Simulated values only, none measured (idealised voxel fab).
A process module follows: voxel wiring stack.
Displayed cross-section: cut, width of 185 nm, square cells sized 5 nm.
Format of a cross-section: grid, square cells. Given as bands. Order: top down. Band: one or more rows of cells.
Within each band entry, the heights of the top and of the bottom of the band appear first, in that order and in nm; the materials of the band then follow from left to right, each with its corresponding width in nm. The designation "edge to edge" on a single material indicates that it fills the band from edge to edge; the designation "air" indicates empty space.
The level at which height equals 0 is the one under which the wafer, as it arrives, is entirely one material. No lower edge exists for the bottom band, which continues downward and is notated as in "0 and below".
Width: "30->40" (first number = top row, second number = bottom row, same change from row to row of cells).
Key: "remained unchanged" - step with no changed cell in the cross-section.
Entry "Internal closed voids". Content: empty spaces with no open connection to the top, size 8 cells or greater. Each: width x height at distance. Distance: from left edge. Unit: nm.
Step line, after settings: the simulator's comment on this step.
Regarding "overlay nm": on a step with a mask, it is the distance the mask lay to the right of its planned place; a negative value places it to the left.

SET OUT BELOW ARE THE PLANNED STEPS OF THE PROCESS
step 1: RECEIVE (material Si)
step 2: CONFORMAL_DEP (material SiO2; thk nm 15)
step 3: CONFORMAL_DEP (material SiN; thk nm 5)
step 4: DIRECTIONAL_DEP (material lowk; thk nm 20)
step 5: PATTERN (tone open; mask id METAL_1; material resist; width nm 20; pitch nm 45; thk nm 20; overlay nm 0)
step 6: DIRECTIONAL_ETCH (etch materials lowk; depth nm 20)
step 7: DIRECTIONAL_ETCH (etch materials SiN; depth nm 5)
step 8: STRIP (etch materials resist)
step 9: CONFORMAL_DEP (material TiN; thk nm 5)
step 10: FILL_DEP (material Cu; thk nm 10)
step 11: CMP (height nm 40)
step 12: EPI (material Ru; thk nm 5)
step 13: FILL_DEP (material SiCN; thk nm 5)
step 14: DIRECTIONAL_DEP (material lowk; thk nm 20)
step 15: MASKED_ETCH (tone open; mask id PLUG_1; width nm 15; pitch nm 90; etch materials lowk; depth nm 20; overlay nm 0)
step 16: MASKED_ETCH (tone open; mask id PLUG_1; width nm 15; pitch nm 90; etch materials SiCN; depth nm 5; overlay nm 0)
step 17: CONFORMAL_DEP (material TiN; thk nm 5)
step 18: FILL_DEP (material W; thk nm 5)
step 19: CMP (height nm 70)
step 20: DIRECTIONAL_DEP (material TiN; thk nm 5)
step 21: DIRECTIONAL_DEP (material Ru; thk nm 25)
step 22: DIRECTIONAL_DEP (material aC; thk nm 10)
step 23: PATTERN (tone cover; mask id METAL_2; material resist; width nm 20; pitch nm 45; thk nm 30; overlay nm 0)
step 24: DIRECTIONAL_ETCH (etch materials aC; depth nm 10)
step 25: STRIP (etch materials resist)
step 26: DIRECTIONAL_ETCH (etch materials Ru; depth nm 25)
step 27: DIRECTIONAL_ETCH (etch materials TiN; depth nm 5)
step 28: STRIP (etch materials aC)
step 29: FILL_DEP (material SiO2; thk nm 10)
step 30: CMP (height nm 100)
step 31: CONFORMAL_DEP (material SiCN; thk nm 5)

FIRST OF TWO WAFERS, PROCESSED ACCORDING TO PLAN

WAFER AS RECEIVED: CROSS-SECTION FOLLOWING STEP 1
	0 and below | Si edge to edge
	Internal closed voids: none

SO THIS IS THE WAFER CROSS-SECTION RIGHT AFTER STEP 2
	15 down to 0 | SiO2 edge to edge
	Under 0: no change, same as before.

SO THIS IS THE WAFER CROSS-SECTION RIGHT AFTER STEP 3
	20 down to 15 | SiN edge to edge
	Under 15: no change, same as before.

SO THIS IS THE WAFER CROSS-SECTION RIGHT AFTER STEP 4
	40 down to 20 | lowk edge to edge
	Under 20: no change, same as before.

SO THIS IS THE WAFER CROSS-SECTION RIGHT AFTER STEP 5
	60 down to 40 | 35 of resist / 20 of air / 25 of resist / 20 of air / 25 of resist / 20 of air / 40 of resist
	Under 40: no change, same as before.

SO THIS IS THE WAFER CROSS-SECTION RIGHT AFTER STEP 6
	60 down to 40 | 35 of resist / 20 of air / 25 of resist / 20 of air / 25 of resist / 20 of air / 40 of resist
	40 down to 20 | 35 of lowk / 20 of air / 25 of lowk / 20 of air / 25 of lowk / 20 of air / 40 of lowk
	Under 20: no change, same as before.

SO THIS IS THE WAFER CROSS-SECTION RIGHT AFTER STEP 7
	60 down to 40 | 35 of resist / 20 of air / 25 of resist / 20 of air / 25 of resist / 20 of air / 40 of resist
	40 down to 20 | 35 of lowk / 20 of air / 25 of lowk / 20 of air / 25 of lowk / 20 of air / 40 of lowk
	20 down to 15 | 35 of SiN / 20 of air / 25 of SiN / 20 of air / 25 of SiN / 20 of air / 40 of SiN
	Under 15: no change, same as before.

SO THIS IS THE WAFER CROSS-SECTION RIGHT AFTER STEP 8
	40 down to 20 | 35 of lowk / 20 of air / 25 of lowk / 20 of air / 25 of lowk / 20 of air / 40 of lowk
	Under 20: no change, same as before.

SO THIS IS THE WAFER CROSS-SECTION RIGHT AFTER STEP 9
	45 down to 40 | 40 of TiN / 10 of air / 35 of TiN / 10 of air / 35 of TiN / 10 of air / 45 of TiN
	40 down to 20 | 35 of lowk / 5 of TiN / 10 of air / 5 of TiN / 25 of lowk / 5 of TiN / 10 of air / 5 of TiN / 25 of lowk / 5 of TiN / 10 of air / 5 of TiN / 40 of lowk
	20 down to 15 | 35 of SiN / 20 of TiN / 25 of SiN / 20 of TiN / 25 of SiN / 20 of TiN / 40 of SiN
	Under 15: no change, same as before.

SO THIS IS THE WAFER CROSS-SECTION RIGHT AFTER STEP 10
	55 down to 45 | Cu edge to edge
	45 down to 40 | 40 of TiN / 10 of Cu / 35 of TiN / 10 of Cu / 35 of TiN / 10 of Cu / 45 of TiN
	40 down to 20 | 35 of lowk / 5 of TiN / 10 of Cu / 5 of TiN / 25 of lowk / 5 of TiN / 10 of Cu / 5 of TiN / 25 of lowk / 5 of TiN / 10 of Cu / 5 of TiN / 40 of lowk
	Under 20: no change, same as before.

SO THIS IS THE WAFER CROSS-SECTION RIGHT AFTER STEP 11
	40 down to 20 | 35 of lowk / 5 of TiN / 10 of Cu / 5 of TiN / 25 of lowk / 5 of TiN / 10 of Cu / 5 of TiN / 25 of lowk / 5 of TiN / 10 of Cu / 5 of TiN / 40 of lowk
	Under 20: no change, same as before.

SO THIS IS THE WAFER CROSS-SECTION RIGHT AFTER STEP 12
	45 down to 40 | 30 of air / 30 of Ru / 15 of air / 30 of Ru / 15 of air / 30 of Ru / 35 of air
	Under 40: no change, same as before.

SO THIS IS THE WAFER CROSS-SECTION RIGHT AFTER STEP 13
	50 down to 45 | SiCN edge to edge
	45 down to 40 | 30 of SiCN / 30 of Ru / 15 of SiCN / 30 of Ru / 15 of SiCN / 30 of Ru / 35 of SiCN
	Under 40: no change, same as before.

SO THIS IS THE WAFER CROSS-SECTION RIGHT AFTER STEP 14
	70 down to 50 | lowk edge to edge
	Under 50: no change, same as before.

SO THIS IS THE WAFER CROSS-SECTION RIGHT AFTER STEP 15
	70 down to 50 | 35 of lowk / 15 of air / 75 of lowk / 15 of air / 45 of lowk
	Under 50: no change, same as before.

SO THIS IS THE WAFER CROSS-SECTION RIGHT AFTER STEP 16
	70 down to 50 | 35 of lowk / 15 of air / 75 of lowk / 15 of air / 45 of lowk
	50 down to 45 | 35 of SiCN / 15 of air / 75 of SiCN / 15 of air / 45 of SiCN
	Under 45: no change, same as before.

SO THIS IS THE WAFER CROSS-SECTION RIGHT AFTER STEP 17
	75 down to 70 | 40 of TiN / 5 of air / 85 of TiN / 5 of air / 50 of TiN
	70 down to 50 | 35 of lowk / 5 of TiN / 5 of air / 5 of TiN / 75 of lowk / 5 of TiN / 5 of air / 5 of TiN / 45 of lowk
	50 down to 45 | 35 of SiCN / 15 of TiN / 75 of SiCN / 15 of TiN / 45 of SiCN
	Under 45: no change, same as before.

SO THIS IS THE WAFER CROSS-SECTION RIGHT AFTER STEP 18
	80 down to 75 | W edge to edge
	75 down to 70 | 40 of TiN / 5 of W / 85 of TiN / 5 of W / 50 of TiN
	70 down to 50 | 35 of lowk / 5 of TiN / 5 of W / 5 of TiN / 75 of lowk / 5 of TiN / 5 of W / 5 of TiN / 45 of lowk
	Under 50: no change, same as before.

SO THIS IS THE WAFER CROSS-SECTION RIGHT AFTER STEP 19
	70 down to 50 | 35 of lowk / 5 of TiN / 5 of W / 5 of TiN / 75 of lowk / 5 of TiN / 5 of W / 5 of TiN / 45 of lowk
	Under 50: no change, same as before.

SO THIS IS THE WAFER CROSS-SECTION RIGHT AFTER STEP 20
	75 down to 70 | TiN edge to edge
	Under 70: no change, same as before.

SO THIS IS THE WAFER CROSS-SECTION RIGHT AFTER STEP 21
	100 down to 75 | Ru edge to edge
	Under 75: no change, same as before.

SO THIS IS THE WAFER CROSS-SECTION RIGHT AFTER STEP 22
	110 down to 100 | aC edge to edge
	Under 100: no change, same as before.

SO THIS IS THE WAFER CROSS-SECTION RIGHT AFTER STEP 23
	140 down to 110 | 35 of air / 20 of resist / 25 of air / 20 of resist / 25 of air / 20 of resist / 40 of air
	Under 110: no change, same as before.

SO THIS IS THE WAFER CROSS-SECTION RIGHT AFTER STEP 24
	130 down to 110 | 35 of air / 20 of resist / 25 of air / 20 of resist / 25 of air / 20 of resist / 40 of air
	110 down to 100 | 35 of air / 20 of aC / 25 of air / 20 of aC / 25 of air / 20 of aC / 40 of air
	Under 100: no change, same as before.

SO THIS IS THE WAFER CROSS-SECTION RIGHT AFTER STEP 25
	110 down to 100 | 35 of air / 20 of aC / 25 of air / 20 of aC / 25 of air / 20 of aC / 40 of air
	Under 100: no change, same as before.

SO THIS IS THE WAFER CROSS-SECTION RIGHT AFTER STEP 26
	110 down to 100 | 35 of air / 20 of aC / 25 of air / 20 of aC / 25 of air / 20 of aC / 40 of air
	100 down to 75 | 35 of air / 20 of Ru / 25 of air / 20 of Ru / 25 of air / 20 of Ru / 40 of air
	Under 75: no change, same as before.

SO THIS IS THE WAFER CROSS-SECTION RIGHT AFTER STEP 27
	110 down to 100 | 35 of air / 20 of aC / 25 of air / 20 of aC / 25 of air / 20 of aC / 40 of air
	100 down to 75 | 35 of air / 20 of Ru / 25 of air / 20 of Ru / 25 of air / 20 of Ru / 40 of air
	75 down to 70 | 35 of air / 20 of TiN / 25 of air / 20 of TiN / 25 of air / 20 of TiN / 40 of air
	Under 70: no change, same as before.

SO THIS IS THE WAFER CROSS-SECTION RIGHT AFTER STEP 28
	100 down to 75 | 35 of air / 20 of Ru / 25 of air / 20 of Ru / 25 of air / 20 of Ru / 40 of air
	Under 75: no change, same as before.

SO THIS IS THE WAFER CROSS-SECTION RIGHT AFTER STEP 29
	110 down to 100 | SiO2 edge to edge
	100 down to 75 | 35 of SiO2 / 20 of Ru / 25 of SiO2 / 20 of Ru / 25 of SiO2 / 20 of Ru / 40 of SiO2
	75 down to 70 | 35 of SiO2 / 20 of TiN / 25 of SiO2 / 20 of TiN / 25 of SiO2 / 20 of TiN / 40 of SiO2
	Under 70: no change, same as before.

SO THIS IS THE WAFER CROSS-SECTION RIGHT AFTER STEP 30
	100 down to 75 | 35 of SiO2 / 20 of Ru / 25 of SiO2 / 20 of Ru / 25 of SiO2 / 20 of Ru / 40 of SiO2
	Under 75: no change, same as before.

SO THIS IS THE WAFER CROSS-SECTION RIGHT AFTER STEP 31
	105 down to 100 | SiCN edge to edge
	Under 100: no change, same as before.

WAFER TWO OF THE PAIR: SAME ORIGIN, SAME PLAN, ONE ERROR DURING THE RUN; IDENTICAL TO WAFER ONE UP TO AND INCLUDING STEP 12

Cross-section, second wafer, at the end time the plan gives for step 13: remained unchanged

CROSS-SECTION, SECOND WAFER, AT THE END TIME THE PLAN GIVES FOR STEP 14
	65 down to 60 | 30 of air / 30 of lowk / 15 of air / 30 of lowk / 15 of air / 30 of lowk / 35 of air
	60 down to 45 | lowk edge to edge
	45 down to 40 | 30 of lowk / 30 of Ru / 15 of lowk / 30 of Ru / 15 of lowk / 30 of Ru / 35 of lowk
	Under 40: no change, same as before.

CROSS-SECTION, SECOND WAFER, AT THE END TIME THE PLAN GIVES FOR STEP 15
	65 down to 60 | 30 of air / 5 of lowk / 15 of air / 10 of lowk / 15 of air / 30 of lowk / 15 of air / 5 of lowk / 15 of air / 10 of lowk / 35 of air
	60 down to 45 | 35 of lowk / 15 of air / 75 of lowk / 15 of air / 45 of lowk
	Under 45: no change, same as before.

Cross-section, second wafer, at the end time the plan gives for step 16: remained unchanged

CROSS-SECTION, SECOND WAFER, AT THE END TIME THE PLAN GIVES FOR STEP 17
	70 down to 65 | 25 of air / 15 of TiN / 5 of air / 20 of TiN / 5 of air / 40 of TiN / 5 of air / 15 of TiN / 5 of air / 20 of TiN / 30 of air
	65 down to 60 | 30 of TiN / 5 of lowk / 5 of TiN / 5 of air / 5 of TiN / 10 of lowk / 15 of TiN / 30 of lowk / 15 of TiN / 5 of lowk / 5 of TiN / 5 of air / 5 of TiN / 10 of lowk / 35 of TiN
	60 down to 50 | 35 of lowk / 5 of TiN / 5 of air / 5 of TiN / 75 of lowk / 5 of TiN / 5 of air / 5 of TiN / 45 of lowk
	50 down to 45 | 35 of lowk / 15 of TiN / 75 of lowk / 15 of TiN / 45 of lowk
	Under 45: no change, same as before.

CROSS-SECTION, SECOND WAFER, AT THE END TIME THE PLAN GIVES FOR STEP 18
	75 down to 70 | W edge to edge
	70 down to 65 | 25 of W / 15 of TiN / 5 of W / 20 of TiN / 5 of W / 40 of TiN / 5 of W / 15 of TiN / 5 of W / 20 of TiN / 30 of W
	65 down to 60 | 30 of TiN / 5 of lowk / 5 of TiN / 5 of W / 5 of TiN / 10 of lowk / 15 of TiN / 30 of lowk / 15 of TiN / 5 of lowk / 5 of TiN / 5 of W / 5 of TiN / 10 of lowk / 35 of TiN
	60 down to 50 | 35 of lowk / 5 of TiN / 5 of W / 5 of TiN / 75 of lowk / 5 of TiN / 5 of W / 5 of TiN / 45 of lowk
	Under 50: no change, same as before.

CROSS-SECTION, SECOND WAFER, AT THE END TIME THE PLAN GIVES FOR STEP 19
	70 down to 65 | 25 of W / 15 of TiN / 5 of W / 20 of TiN / 5 of W / 40 of TiN / 5 of W / 15 of TiN / 5 of W / 20 of TiN / 30 of W
	Under 65: no change, same as before.

CROSS-SECTION, SECOND WAFER, AT THE END TIME THE PLAN GIVES FOR STEP 20
	75 down to 70 | TiN edge to edge
	Under 70: no change, same as before.

CROSS-SECTION, SECOND WAFER, AT THE END TIME THE PLAN GIVES FOR STEP 21
	100 down to 75 | Ru edge to edge
	Under 75: no change, same as before.

CROSS-SECTION, SECOND WAFER, AT THE END TIME THE PLAN GIVES FOR STEP 22
	110 down to 100 | aC edge to edge
	Under 100: no change, same as before.

CROSS-SECTION, SECOND WAFER, AT THE END TIME THE PLAN GIVES FOR STEP 23
	140 down to 110 | 35 of air / 20 of resist / 25 of air / 20 of resist / 25 of air / 20 of resist / 40 of air
	Under 110: no change, same as before.

CROSS-SECTION, SECOND WAFER, AT THE END TIME THE PLAN GIVES FOR STEP 24
	130 down to 110 | 35 of air / 20 of resist / 25 of air / 20 of resist / 25 of air / 20 of resist / 40 of air
	110 down to 100 | 35 of air / 20 of aC / 25 of air / 20 of aC / 25 of air / 20 of aC / 40 of air
	Under 100: no change, same as before.

CROSS-SECTION, SECOND WAFER, AT THE END TIME THE PLAN GIVES FOR STEP 25
	110 down to 100 | 35 of air / 20 of aC / 25 of air / 20 of aC / 25 of air / 20 of aC / 40 of air
	Under 100: no change, same as before.

CROSS-SECTION, SECOND WAFER, AT THE END TIME THE PLAN GIVES FOR STEP 26
	110 down to 100 | 35 of air / 20 of aC / 25 of air / 20 of aC / 25 of air / 20 of aC / 40 of air
	100 down to 75 | 35 of air / 20 of Ru / 25 of air / 20 of Ru / 25 of air / 20 of Ru / 40 of air
	Under 75: no change, same as before.

CROSS-SECTION, SECOND WAFER, AT THE END TIME THE PLAN GIVES FOR STEP 27
	110 down to 100 | 35 of air / 20 of aC / 25 of air / 20 of aC / 25 of air / 20 of aC / 40 of air
	100 down to 75 | 35 of air / 20 of Ru / 25 of air / 20 of Ru / 25 of air / 20 of Ru / 40 of air
	75 down to 70 | 35 of air / 20 of TiN / 25 of air / 20 of TiN / 25 of air / 20 of TiN / 40 of air
	Under 70: no change, same as before.

CROSS-SECTION, SECOND WAFER, AT THE END TIME THE PLAN GIVES FOR STEP 28
	100 down to 75 | 35 of air / 20 of Ru / 25 of air / 20 of Ru / 25 of air / 20 of Ru / 40 of air
	Under 75: no change, same as before.

CROSS-SECTION, SECOND WAFER, AT THE END TIME THE PLAN GIVES FOR STEP 29
	110 down to 100 | SiO2 edge to edge
	100 down to 75 | 35 of SiO2 / 20 of Ru / 25 of SiO2 / 20 of Ru / 25 of SiO2 / 20 of Ru / 40 of SiO2
	75 down to 70 | 35 of SiO2 / 20 of TiN / 25 of SiO2 / 20 of TiN / 25 of SiO2 / 20 of TiN / 40 of SiO2
	Under 70: no change, same as before.

CROSS-SECTION, SECOND WAFER, AT THE END TIME THE PLAN GIVES FOR STEP 30
	100 down to 75 | 35 of SiO2 / 20 of Ru / 25 of SiO2 / 20 of Ru / 25 of SiO2 / 20 of Ru / 40 of SiO2
	Under 75: no change, same as before.

CROSS-SECTION, SECOND WAFER, AT THE END TIME THE PLAN GIVES FOR STEP 31
	105 down to 100 | SiCN edge to edge
	Under 100: no change, same as before.
what went wrong: execution of step 13 of the plan did not take place, the step having been omitted
Bottom line after processing is that, in cells, the second wafer is up or down on some materials versus the first: 50 fewer of SiCN | 37 more of TiN | 13 more of W
